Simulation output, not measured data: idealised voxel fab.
Documented hereafter: the process module known as voxel lift off.
Cross-section cut spans 225 nm and uses square cells 5 nm in size.
We lay out every cross-section as a grid of square cells and spell it out in bands from the top down, where one band means one or more rows of cells. What a band's entry tells you: where the top is and where the bottom is, as heights in nm, and after that what lies inside, material by material from left to right, each with its width in nm. Empty space is written as the word "empty", and a single material marked with the word "edge to edge" occupies the band from edge to edge. Height datum 0, below which the as-received substrate wafer is one material. Lowest band open at the bottom, running downward: "0 down". You'd read "30->40" like this: the band's top row of cells is as wide as the first number, its bottom row is as wide as the second, and going down, every row changes width by the same amount as the row before did. "nothing changed" (step): cross-section cells unchanged, all of them. In the "Closed internal cavities" entry, you get each enclosed empty space of 8 cells or more, one with no open way to the top, written width x height at distance, distance from the left edge, in nm. Post-settings text on a step line: simulator's own remark regarding the step. overlay nm: on a step with a mask, how far right of its planned place the mask lay; negative means left.

### Process steps foreseen in the plan
1: RECEIVE: material Si
2: CONFORMAL_DEP: material SiO2, thk nm 10
3: PATTERN: tone open, mask id LINES, material resist, width nm 20, pitch nm 50, thk nm 20, overlay nm 0
4: DIRECTIONAL_DEP: material Ru, thk nm 5
5: STRIP: etch materials resist
6: CONFORMAL_DEP: material SiO2, thk nm 5

### as received, after step 1
- 0 down | Si edge to edge
- Closed internal cavities: none

### Cross-section, end of module. Start: as above. Plan: as above. Execution: one mistake
- 30 to 25 | empty=70, then SiO2=30, then empty=20, then SiO2=30, then empty=75
- 25 to 15 | empty=70, then SiO2=5, then Ru=20, then SiO2=5, then empty=20, then SiO2=5, then Ru=20, then SiO2=5, then empty=75
- 15 to 10 | SiO2=75, then Ru=20, then SiO2=30, then Ru=20, then SiO2=80
- 10 to 0 | SiO2 edge to edge
- 0 down | Si edge to edge
- Closed internal cavities: none
Diagnosis: so step 4 ended up running with a different setting than we planned, it ran as DIRECTIONAL_DEP: material Ru, thk nm 15
